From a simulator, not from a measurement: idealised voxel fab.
process module | voxel wiring stack
cross-section cut | 255 nm wide | cells 5 nm
A cross-section is a grid of square cells, given in bands from the top down. A band is one or more rows of cells.
Each band's line starts with the height of the band's top and of its bottom, in nm. Then come its materials from left to right, each with its width in nm. One material with "throughout" fills the band from edge to edge. "air" is empty space.
Height 0 is the level under which the wafer as received is all one material. The lowest band goes on downwards, as in "0 down".
A width such as "30 to 40" changes by the same amount from each row of cells to the next, from the band's top row to its bottom row.
"no change" after a step means that no cell of the cross-section changed.
closed voids: empty space of 8 cells or more with no open way to the top, each as width x height at its distance from the left edge, in nm
after a step's settings: what the simulator itself notes on the step
overlay nm, on a step with a mask: how far to the right of its planned place the mask lay; to the left if negative
plan
1 op RECEIVE | material Si
2 op CONFORMAL_DEP | material SiO2 | thk nm 15
3 op CONFORMAL_DEP | material SiN | thk nm 5
4 op DIRECTIONAL_DEP | material lowk | thk nm 25
5 op MASKED_ETCH | tone open | mask id METAL_1 | width nm 30 | pitch nm 50 | etch materials lowk | depth nm 25 | overlay nm 0
6 op MASKED_ETCH | tone open | mask id METAL_1 | width nm 30 | pitch nm 50 | etch materials SiN | depth nm 5 | overlay nm 0
7 op CONFORMAL_DEP | material TiN | thk nm 5
8 op FILL_DEP | material Cu | thk nm 10
9 op CMP | height nm 45
10 op CONFORMAL_DEP | material SiCN | thk nm 5
11 op DIRECTIONAL_DEP | material SiO2 | thk nm 25
12 op MASKED_ETCH | tone open | mask id METAL_2_HOLES | width nm 15 | pitch nm 50 | etch materials SiO2 | depth nm 25 | overlay nm 0
13 op MASKED_ETCH | tone open | mask id METAL_2 | width nm 30 | pitch nm 50 | etch materials SiO2 | depth nm 15 | overlay nm 0
14 op MASKED_ETCH | tone open | mask id METAL_2 | width nm 30 | pitch nm 50 | etch materials SiCN | depth nm 5 | overlay nm 0
15 op CONFORMAL_DEP | material TiN | thk nm 5
16 op FILL_DEP | material Cu | thk nm 10
17 op CMP | height nm 75
18 op CONFORMAL_DEP | material SiCN | thk nm 5
19 op DIRECTIONAL_DEP | material lowk | thk nm 30
20 op MASKED_ETCH | tone open | mask id METAL_3 | width nm 30 | pitch nm 50 | etch materials lowk | depth nm 15 | overlay nm 0
21 op MASKED_ETCH | tone open | mask id METAL_3_HOLES | width nm 15 | pitch nm 50 | etch materials lowk | depth nm 15 | overlay nm 0
22 op MASKED_ETCH | tone open | mask id METAL_3_HOLES | width nm 15 | pitch nm 50 | etch materials SiCN | depth nm 5 | overlay nm 0
23 op CONFORMAL_DEP | material TiN | thk nm 5
24 op FILL_DEP | material Cu | thk nm 5
25 op CMP | height nm 110
26 op CONFORMAL_DEP | material SiN | thk nm 5
as received, after step 1
  0 down: Si throughout
  closed voids: none
a wafer at the end: this start, this plan, one mistake
  115 to 110: SiN throughout
  110 to 95: lowk 35 | TiN 5 | Cu 5 | TiN 5 | lowk 35 | TiN 5 | Cu 5 | TiN 5 | lowk 35 | TiN 5 | Cu 5 | TiN 5 | lowk 35 | TiN 5 | Cu 5 | TiN 5 | lowk 55
  95 to 90: SiCN 35 | TiN 15 | SiCN 35 | TiN 15 | SiCN 35 | TiN 15 | SiCN 35 | TiN 15 | SiCN 55
  90 to 80: Cu throughout
  80 to 75: TiN 40 | Cu 20 | TiN 30 | Cu 20 | TiN 30 | Cu 20 | TiN 30 | Cu 20 | TiN 45
  75 to 65: SiO2 35 | TiN 5 | Cu 20 | TiN 5 | SiO2 20 | TiN 5 | Cu 20 | TiN 5 | SiO2 20 | TiN 5 | Cu 20 | TiN 5 | SiO2 20 | TiN 5 | Cu 20 | TiN 5 | SiO2 40
  65 to 60: SiO2 35 | TiN 5 | Cu 5 | TiN 20 | SiO2 20 | TiN 5 | Cu 5 | TiN 20 | SiO2 20 | TiN 5 | Cu 5 | TiN 20 | SiO2 20 | TiN 5 | Cu 5 | TiN 20 | SiO2 40
  60 to 50: SiO2 35 | TiN 5 | Cu 5 | TiN 5 | SiO2 35 | TiN 5 | Cu 5 | TiN 5 | SiO2 35 | TiN 5 | Cu 5 | TiN 5 | SiO2 35 | TiN 5 | Cu 5 | TiN 5 | SiO2 55
  50 to 45: SiCN 35 | TiN 15 | SiCN 35 | TiN 15 | SiCN 35 | TiN 15 | SiCN 35 | TiN 15 | SiCN 55
  45 to 20: lowk 35 | TiN 5 | Cu 20 | TiN 5 | lowk 20 | TiN 5 | Cu 20 | TiN 5 | lowk 20 | TiN 5 | Cu 20 | TiN 5 | lowk 20 | TiN 5 | Cu 20 | TiN 5 | lowk 40
  20 to 15: SiN 35 | TiN 30 | SiN 20 | TiN 30 | SiN 20 | TiN 30 | SiN 20 | TiN 30 | SiN 40
  15 to 0: SiO2 throughout
  0 down: Si throughout
  closed voids: none
what went wrong: step 17 was left out
